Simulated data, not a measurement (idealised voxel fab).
Process module name: voxel quadruple lines
We display cut, a cross-section 290 nm in width whose square cells are each 5 nm.
Each cross-section below is a grid of square cells, stated as bands in top-down order, with one or more rows of cells making up each band.
The band entry comprises the height of the band's top followed by the height of its bottom, expressed in nm, and subsequently the band's materials from left to right, each stated together with its width in nm. Where a single material is marked with the word "throughout", that material fills the band from edge to edge. The word "air" represents empty space.
Note: height 0 marks the level under which the wafer is uniformly one material as received. Lowest band unbounded below, written "0..down".
A two-number width, for instance "30->40", indicates that the width is equal to the first number in the top row of the band and to the second number in the bottom row, and that it changes by a constant amount per row of cells.
Take "nothing got changed" at face value: in the step it is given for, the cross-section changed in none of its cells.
Closed-off voids of 8+ cells (no open route to the top) go in "Listed closed voids", written width x height at distance from the left edge, in nm.
Where a step's line continues beyond its settings, the continuation is a remark by the simulator itself on that step.
overlay nm: step with mask; distance mask lay right of planned place; negative value = left of planned place.

[Intended process steps]
- 1: RECEIVE [material Si]
- 2: CONFORMAL_DEP [material Al2O3] [thk nm 10]
- 3: DIRECTIONAL_DEP [material Ru] [thk nm 15]
- 4: DIRECTIONAL_DEP [material polySi] [thk nm 20]
- 5: DIRECTIONAL_DEP [material aC] [thk nm 20]
- 6: PATTERN [tone cover] [mask id MANDREL] [material resist] [width nm 25] [thk nm 30] [overlay nm 0]
- 7: DIRECTIONAL_ETCH [etch materials aC] [depth nm 20]
- 8: STRIP [etch materials resist]
- 9: CONFORMAL_DEP [material SiO2] [thk nm 15]
- 10: DIRECTIONAL_ETCH [etch materials SiO2] [depth nm 15]
- 11: STRIP [etch materials aC]
- 12: DIRECTIONAL_ETCH [etch materials polySi] [depth nm 20]
- 13: STRIP [etch materials SiO2]
- 14: CONFORMAL_DEP [material SiN] [thk nm 5]
- 15: DIRECTIONAL_ETCH [etch materials SiN] [depth nm 5]
- 16: STRIP [etch materials polySi]
- 17: DIRECTIONAL_ETCH [etch materials Ru] [depth nm 15]
- 18: STRIP [etch materials SiN]
- 19: FILL_DEP [material lowk] [thk nm 5]
- 20: CMP [height nm 25]

[This is the cross-section of the wafer as we received it, i.e. after step 1]
- 0..down: Si throughout
- Listed closed voids: none

[As-planned run: cross-section of the first of two wafers at end of module]
- 25..10: lowk: 110; Ru: 5; lowk: 15; Ru: 5; lowk: 15; Ru: 5; lowk: 15; Ru: 5; lowk: 115
- 10..0: Al2O3 throughout
- 0..down: Si throughout
- Listed closed voids: none

[Cross-sectional view: second of two wafers, end of module; start and plan identical to the first, one mistake in running]
- 25..20: lowk throughout
- 20..10: lowk: 110; Ru: 5; lowk: 15; Ru: 5; lowk: 15; Ru: 5; lowk: 15; Ru: 5; lowk: 115
- 10..0: Al2O3 throughout
- 0..down: Si throughout
- Listed closed voids: none
It is concluded that the wafer was processed incorrectly with respect to the plan, in that step 3 was processed under conditions differing from the plan, specifically as DIRECTIONAL_DEP [material Ru] [thk nm 10]
End of process, cell counts, second wafer against first, materials with more or fewer: Ru -4 | lowk +4
